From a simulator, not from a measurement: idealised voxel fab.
A process module follows: voxel gate over fins.
Displayed cross-section: cut, width of 250 nm, square cells sized 5 nm.
Cross-section layout: square cells on a grid; listed as bands, top to bottom; a band spans one or more cell rows.
Top height, bottom height, nm. Materials left to right, width each, nm. Single material + "full width" = fills band edge to edge. "blank" = empty.
Ref level 0: as-received wafer is one material below here. Bottom band extends down with no lower bound ("0 down").
Per-row width for "30 to 40": begins at first number (top row of band), ends at second number (bottom row), increment between rows held constant.
You'll sometimes find "identical to before" written for a step, and that's the way of saying that nowhere in the cross-section did a cell change during that step.
Reported under the label "Cavities, closed" are the empty spaces having no open way to the top and comprising 8 cells or more; the notation for each is width x height at distance, in which the distance is measured from the left edge and all three values are in nm.
Where a step's line continues beyond its settings, the continuation is a remark by the simulator itself on that step.
overlay nm: mask right of planned place by this much (step with mask). Neg. = left.

Process steps foreseen in the plan:
1,RECEIVE,material Si
2,CONFORMAL_DEP,material SiN,thk nm 5
3,MASKED_ETCH,tone cover,mask id FINS,width nm 15,pitch nm 35,etch materials SiN,depth nm 5,overlay nm -15
4,MASKED_ETCH,tone cover,mask id FINS,width nm 15,pitch nm 35,etch materials Si,depth nm 40,overlay nm 0
5,FILL_DEP,material SiO2,thk nm 15
6,CMP,height nm 5
7,SELECTIVE_ETCH,etch materials SiO2,depth nm 15
8,STRIP,etch materials SiN
9,CONFORMAL_DEP,material HfO2,thk nm 5
10,CONFORMAL_DEP,material TiN,thk nm 5
11,FILL_DEP,material W,thk nm 10
12,CMP,height nm 15
13,CONFORMAL_DEP,material SiN,thk nm 5
It is noted that the wafers described herein are identical at the outset and are distinguished by the overlay nm of step 3; the value stated in the plan corresponds to the first wafer.

Received wafers, first of several: cross-section after step 1:
* 0 down | Si full width
* Cavities, closed: none

First of several wafers: cross-section at the end of the module, after step 13, its last step:
* 20 to 15 | SiN full width
* 15 to 10 | W full width
* 10 to 5 | W=75  TiN=85  W=90
* 5 to 0 | W=75  TiN=5  HfO2=75  TiN=5  W=90
* 0 to -5 | TiN=80  HfO2=5  Si=30  HfO2=5  Si=30  HfO2=5  TiN=95
* -5 to -10 | HfO2=85  Si=30  HfO2=5  Si=30  HfO2=100
* -10 to -40 | SiO2=85  Si=30  SiO2=5  Si=30  SiO2=100
* -40 down | Si full width
* Cavities, closed: none

Cross-sectional view, end of module, last wafer of several:
* 20 to 15 | SiN full width
* 15 to 10 | W full width
* 10 to 5 | W=90  TiN=85  W=75
* 5 to 0 | W=90  TiN=5  HfO2=75  TiN=5  W=75
* 0 to -5 | TiN=95  HfO2=5  Si=30  HfO2=5  Si=30  HfO2=5  TiN=80
* -5 to -10 | HfO2=100  Si=30  HfO2=5  Si=30  HfO2=85
* -10 to -40 | SiO2=100  Si=30  SiO2=5  Si=30  SiO2=85
* -40 down | Si full width
* Cavities, closed: none

What follows is a table in which each wafer occupies a row; for the wafer as it stands at the close of the module, the row states, material by material, how many cells have been gained (+) or lost (-) since receipt, and then gives its closed voids:
overlay nm -15, +56 HfO2, -304 Si, +50 SiN, +228 SiO2, +54 TiN, +116 W, Cavities, closed: none
overlay nm -10, +58 HfO2, -320 Si, +50 SiN, +240 SiO2, +54 TiN, +118 W, Cavities, closed: none
overlay nm -5, +58 HfO2, -336 Si, +50 SiN, +252 SiO2, +56 TiN, +120 W, Cavities, closed: none
overlay nm 0, +58 HfO2, -352 Si, +50 SiN, +264 SiO2, +58 TiN, +122 W, Cavities, closed: none
overlay nm 5, +58 HfO2, -336 Si, +50 SiN, +252 SiO2, +56 TiN, +120 W, Cavities, closed: none
overlay nm 10, +58 HfO2, -320 Si, +50 SiN, +240 SiO2, +54 TiN, +118 W, Cavities, closed: none
overlay nm 15, +56 HfO2, -304 Si, +50 SiN, +228 SiO2, +54 TiN, +116 W, Cavities, closed: none
